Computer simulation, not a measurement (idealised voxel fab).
Process module, titled voxel air gaps
Cross-section cut spans 200 nm and uses square cells 5 nm in size.
Cross-section spec: square-cell grid; bands listed top down; each band is one or more rows. The entry gives the band's vertical extent as a top height and a bottom height in nm, then its horizontal make-up as materials from left to right, each with a width in nm. "blank" stands for empty space; a single material marked "everywhere" fills the band edge to edge. The level at which height equals 0 is the one under which the wafer, as it arrives, is entirely one material. No lower edge exists for the bottom band, which continues downward and is notated as in "0..down". So if you see something like "30->40" for the width, read it as the top row of the band sitting at the first number and the bottom row at the second, with every row in between moving by the same amount as the last. Basically "changes: none" means that step didn't change any cell in the cross-section. The entry "Sealed internal cavities" lists the empty spaces that cover at least 8 cells and have no open path to the top. Each is written as width x height at distance, where the distance is measured from the left edge and all three values are in nm. What comes after the settings on a step's line is commentary from the simulator itself on that step. overlay nm, on a step with a mask: how far to the right of its planned place the mask lay; to the left if negative.
Plan:
step 1: RECEIVE | material Si
step 2: CONFORMAL_DEP | material SiO2 | thk nm 15
step 3: CONFORMAL_DEP | material SiN | thk nm 5
step 4: DIRECTIONAL_DEP | material SiO2 | thk nm 35
step 5: DIRECTIONAL_DEP | material aC | thk nm 15
step 6: PATTERN | tone open | mask id LINES | material resist | width nm 15 | pitch nm 40 | thk nm 35 | overlay nm 0
step 7: DIRECTIONAL_ETCH | etch materials aC | depth nm 15
step 8: STRIP | etch materials resist
step 9: DIRECTIONAL_ETCH | etch materials SiO2 | depth nm 35
step 10: STRIP | etch materials aC
step 11: CONFORMAL_DEP | material TiN | thk nm 5
step 12: FILL_DEP | material W | thk nm 5
step 13: CMP | height nm 55
step 14: EPI | material Ru | thk nm 10
step 15: SELECTIVE_ETCH | etch materials SiO2 | depth nm 45
step 16: CONFORMAL_DEP | material SiCN | thk nm 5
Wafer, first of two, run as planned:
Received-state cross-section, reflecting completion of step 1:
  0..down: Si everywhere
  Sealed internal cavities: none
After step 2, in cross-section:
  15..0: SiO2 everywhere
  Heights below 0 show no change.
After step 3, in cross-section:
  20..15: SiN everywhere
  Heights below 15 show no change.
After step 4, in cross-section:
  55..20: SiO2 everywhere
  Heights below 20 show no change.
After step 5, in cross-section:
  70..55: aC everywhere
  Heights below 55 show no change.
After step 6, in cross-section:
  105..70: 50 resist, 15 blank, 25 resist, 15 blank, 25 resist, 15 blank, 55 resist
  Heights below 70 show no change.
After step 7, in cross-section:
  90..70: 50 resist, 15 blank, 25 resist, 15 blank, 25 resist, 15 blank, 55 resist
  70..55: 50 aC, 15 blank, 25 aC, 15 blank, 25 aC, 15 blank, 55 aC
  Heights below 55 show no change.
After step 8, in cross-section:
  70..55: 50 aC, 15 blank, 25 aC, 15 blank, 25 aC, 15 blank, 55 aC
  Heights below 55 show no change.
After step 9, in cross-section:
  70..55: 50 aC, 15 blank, 25 aC, 15 blank, 25 aC, 15 blank, 55 aC
  55..20: 50 SiO2, 15 blank, 25 SiO2, 15 blank, 25 SiO2, 15 blank, 55 SiO2
  Heights below 20 show no change.
After step 10, in cross-section:
  55..20: 50 SiO2, 15 blank, 25 SiO2, 15 blank, 25 SiO2, 15 blank, 55 SiO2
  Heights below 20 show no change.
After step 11, in cross-section:
  60..55: 55 TiN, 5 blank, 35 TiN, 5 blank, 35 TiN, 5 blank, 60 TiN
  55..25: 50 SiO2, 5 TiN, 5 blank, 5 TiN, 25 SiO2, 5 TiN, 5 blank, 5 TiN, 25 SiO2, 5 TiN, 5 blank, 5 TiN, 55 SiO2
  25..20: 50 SiO2, 15 TiN, 25 SiO2, 15 TiN, 25 SiO2, 15 TiN, 55 SiO2
  Heights below 20 show no change.
After step 12, in cross-section:
  65..60: W everywhere
  60..55: 55 TiN, 5 W, 35 TiN, 5 W, 35 TiN, 5 W, 60 TiN
  55..25: 50 SiO2, 5 TiN, 5 W, 5 TiN, 25 SiO2, 5 TiN, 5 W, 5 TiN, 25 SiO2, 5 TiN, 5 W, 5 TiN, 55 SiO2
  Heights below 25 show no change.
After step 13, in cross-section:
  55..25: 50 SiO2, 5 TiN, 5 W, 5 TiN, 25 SiO2, 5 TiN, 5 W, 5 TiN, 25 SiO2, 5 TiN, 5 W, 5 TiN, 55 SiO2
  Heights below 25 show no change.
After step 14, in cross-section:
  65..55: 40 blank, 35 Ru, 5 blank, 35 Ru, 5 blank, 35 Ru, 45 blank
  Heights below 55 show no change.
After step 15, in cross-section:
  65..55: 40 blank, 35 Ru, 5 blank, 35 Ru, 5 blank, 35 Ru, 45 blank
  55..25: 50 blank, 5 TiN, 5 W, 5 TiN, 25 blank, 5 TiN, 5 W, 5 TiN, 25 blank, 5 TiN, 5 W, 5 TiN, 55 blank
  25..20: 50 blank, 15 TiN, 25 blank, 15 TiN, 25 blank, 15 TiN, 55 blank
  Heights below 20 show no change.
After step 16, in cross-section:
  70..65: 35 blank, 125 SiCN, 40 blank
  65..55: 35 blank, 5 SiCN, 35 Ru, 5 SiCN, 35 Ru, 5 SiCN, 35 Ru, 5 SiCN, 40 blank
  55..50: 35 blank, 15 SiCN, 5 TiN, 5 W, 5 TiN, 25 SiCN, 5 TiN, 5 W, 5 TiN, 25 SiCN, 5 TiN, 5 W, 5 TiN, 15 SiCN, 40 blank
  50..25: 45 blank, 5 SiCN, 5 TiN, 5 W, 5 TiN, 5 SiCN, 15 blank, 5 SiCN, 5 TiN, 5 W, 5 TiN, 5 SiCN, 15 blank, 5 SiCN, 5 TiN, 5 W, 5 TiN, 5 SiCN, 50 blank
  25..20: 50 SiCN, 15 TiN, 25 SiCN, 15 TiN, 25 SiCN, 15 TiN, 55 SiCN
  Heights below 20 show no change.
  Sealed internal cavities: 15 x 25 at 70; 15 x 25 at 110
The remaining wafer, second of the two, started like the first and was run to the same plan, except that one mistake was made along the way; the two coincide through step 5, inclusive:
Cross-sectional view of the second wafer at the intended end time of process step 6:
  105..70: 60 resist, 15 blank, 25 resist, 15 blank, 25 resist, 15 blank, 45 resist
  Heights below 70 show no change.
Cross-sectional view of the second wafer at the intended end time of process step 7:
  90..70: 60 resist, 15 blank, 25 resist, 15 blank, 25 resist, 15 blank, 45 resist
  70..55: 60 aC, 15 blank, 25 aC, 15 blank, 25 aC, 15 blank, 45 aC
  Heights below 55 show no change.
Cross-sectional view of the second wafer at the intended end time of process step 8:
  70..55: 60 aC, 15 blank, 25 aC, 15 blank, 25 aC, 15 blank, 45 aC
  Heights below 55 show no change.
Cross-sectional view of the second wafer at the intended end time of process step 9:
  70..55: 60 aC, 15 blank, 25 aC, 15 blank, 25 aC, 15 blank, 45 aC
  55..20: 60 SiO2, 15 blank, 25 SiO2, 15 blank, 25 SiO2, 15 blank, 45 SiO2
  Heights below 20 show no change.
Cross-sectional view of the second wafer at the intended end time of process step 10:
  55..20: 60 SiO2, 15 blank, 25 SiO2, 15 blank, 25 SiO2, 15 blank, 45 SiO2
  Heights below 20 show no change.
Cross-sectional view of the second wafer at the intended end time of process step 11:
  60..55: 65 TiN, 5 blank, 35 TiN, 5 blank, 35 TiN, 5 blank, 50 TiN
  55..25: 60 SiO2, 5 TiN, 5 blank, 5 TiN, 25 SiO2, 5 TiN, 5 blank, 5 TiN, 25 SiO2, 5 TiN, 5 blank, 5 TiN, 45 SiO2
  25..20: 60 SiO2, 15 TiN, 25 SiO2, 15 TiN, 25 SiO2, 15 TiN, 45 SiO2
  Heights below 20 show no change.
Cross-sectional view of the second wafer at the intended end time of process step 12:
  65..60: W everywhere
  60..55: 65 TiN, 5 W, 35 TiN, 5 W, 35 TiN, 5 W, 50 TiN
  55..25: 60 SiO2, 5 TiN, 5 W, 5 TiN, 25 SiO2, 5 TiN, 5 W, 5 TiN, 25 SiO2, 5 TiN, 5 W, 5 TiN, 45 SiO2
  Heights below 25 show no change.
Cross-sectional view of the second wafer at the intended end time of process step 13:
  55..25: 60 SiO2, 5 TiN, 5 W, 5 TiN, 25 SiO2, 5 TiN, 5 W, 5 TiN, 25 SiO2, 5 TiN, 5 W, 5 TiN, 45 SiO2
  Heights below 25 show no change.
Cross-sectional view of the second wafer at the intended end time of process step 14:
  65..55: 50 blank, 35 Ru, 5 blank, 35 Ru, 5 blank, 35 Ru, 35 blank
  Heights below 55 show no change.
Cross-sectional view of the second wafer at the intended end time of process step 15:
  65..55: 50 blank, 35 Ru, 5 blank, 35 Ru, 5 blank, 35 Ru, 35 blank
  55..25: 60 blank, 5 TiN, 5 W, 5 TiN, 25 blank, 5 TiN, 5 W, 5 TiN, 25 blank, 5 TiN, 5 W, 5 TiN, 45 blank
  25..20: 60 blank, 15 TiN, 25 blank, 15 TiN, 25 blank, 15 TiN, 45 blank
  Heights below 20 show no change.
Cross-sectional view of the second wafer at the intended end time of process step 16:
  70..65: 45 blank, 125 SiCN, 30 blank
  65..55: 45 blank, 5 SiCN, 35 Ru, 5 SiCN, 35 Ru, 5 SiCN, 35 Ru, 5 SiCN, 30 blank
  55..50: 45 blank, 15 SiCN, 5 TiN, 5 W, 5 TiN, 25 SiCN, 5 TiN, 5 W, 5 TiN, 25 SiCN, 5 TiN, 5 W, 5 TiN, 15 SiCN, 30 blank
  50..25: 55 blank, 5 SiCN, 5 TiN, 5 W, 5 TiN, 5 SiCN, 15 blank, 5 SiCN, 5 TiN, 5 W, 5 TiN, 5 SiCN, 15 blank, 5 SiCN, 5 TiN, 5 W, 5 TiN, 5 SiCN, 40 blank
  25..20: 60 SiCN, 15 TiN, 25 SiCN, 15 TiN, 25 SiCN, 15 TiN, 45 SiCN
  Heights below 20 show no change.
  Sealed internal cavities: 15 x 25 at 80; 15 x 25 at 120
Where did the run depart from the plan? the process deviated at step 6: the operation and settings actually run there were PATTERN | tone open | mask id LINES | material resist | width nm 15 | pitch nm 40 | thk nm 35 | overlay nm 10
Both wafers, final: cells per material equal; arrangement not.
